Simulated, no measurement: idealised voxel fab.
process module | voxel self aligned contacts
Section shown: cut. Width: 190 nm. Cell size: 5 nm, square.
Bands, listed from the top down, are how a cross-section gets written in this document; the cross-section itself is a grid of square cells, and a band is one or more rows of them.
The entry gives the band's vertical extent as a top height and a bottom height in nm, then its horizontal make-up as materials from left to right, each with a width in nm. "blank" stands for empty space; a single material marked "edge to edge" fills the band edge to edge.
Convention: height 0 is the level below which the wafer, as received, is all one material. The lowest band does not terminate at the bottom but continues downward, represented as "0 down".
Quick explanation for "30 to 40": the width changes in equal steps down the rows of cells, from the first number in the band's top row to the second number in its bottom row.
Any step labelled "all unchanged" changed none of the cells in the cross-section.
In "Enclosed empty spaces" the enclosed voids are listed, meaning empty spaces of 8 cells or larger without any opening to the top. The form is width x height at distance, distance from the left edge, units nm.
Formally, on a step line, whatever follows the settings is a remark that the simulator itself makes on the step.
Regarding "overlay nm": on a step with a mask, it is the distance the mask lay to the right of its planned place; a negative value places it to the left.

## The steps planned for the process are as follows
1: op RECEIVE | material Si
2: op CONFORMAL_DEP | material SiO2 | thk nm 5
3: op DIRECTIONAL_DEP | material polySi | thk nm 20
4: op DIRECTIONAL_DEP | material SiN | thk nm 20
5: op DIRECTIONAL_DEP | material aC | thk nm 15
6: op PATTERN | tone cover | mask id GATE | material resist | width nm 25 | pitch nm 65 | thk nm 35 | overlay nm 0
7: op DIRECTIONAL_ETCH | etch materials aC | depth nm 15
8: op STRIP | etch materials resist
9: op DIRECTIONAL_ETCH | etch materials SiN | depth nm 20
10: op DIRECTIONAL_ETCH | etch materials polySi | depth nm 20
11: op STRIP | etch materials aC
12: op CONFORMAL_DEP | material SiN | thk nm 10
13: op DIRECTIONAL_ETCH | etch materials SiN | depth nm 10
14: op FILL_DEP | material SiO2 | thk nm 20
15: op CMP | height nm 55
16: op PATTERN | tone open | mask id CONTACT | material resist | width nm 50 | pitch nm 65 | thk nm 20 | overlay nm 0
17: op DIRECTIONAL_ETCH | etch materials SiO2 | depth nm 55
18: op STRIP | etch materials resist
19: op CONFORMAL_DEP | material TiN | thk nm 5
20: op FILL_DEP | material Ru | thk nm 5
21: op CMP | height nm 55
22: op CONFORMAL_DEP | material SiCN | thk nm 5

## As received (post step 1): cross-section
  0 down  Si edge to edge
  Enclosed empty spaces: none

## Cross-sectional result after module completion. Note: starting condition and plan are unchanged from above; one processing mistake was made
  60 to 55  SiCN edge to edge
  55 to 50  35 of SiO2  5 of TiN  40 of Ru  5 of TiN  15 of SiO2  5 of TiN  40 of Ru  5 of TiN  40 of SiO2
  50 to 45  35 of SiO2  50 of TiN  15 of SiO2  50 of TiN  40 of SiO2
  45 to 25  SiCN edge to edge
  25 to 5  polySi edge to edge
  5 to 0  SiO2 edge to edge
  0 down  Si edge to edge
  Enclosed empty spaces: none
Here's what went sideways: step 4 off recipe, ran as op DIRECTIONAL_DEP | material SiCN | thk nm 20
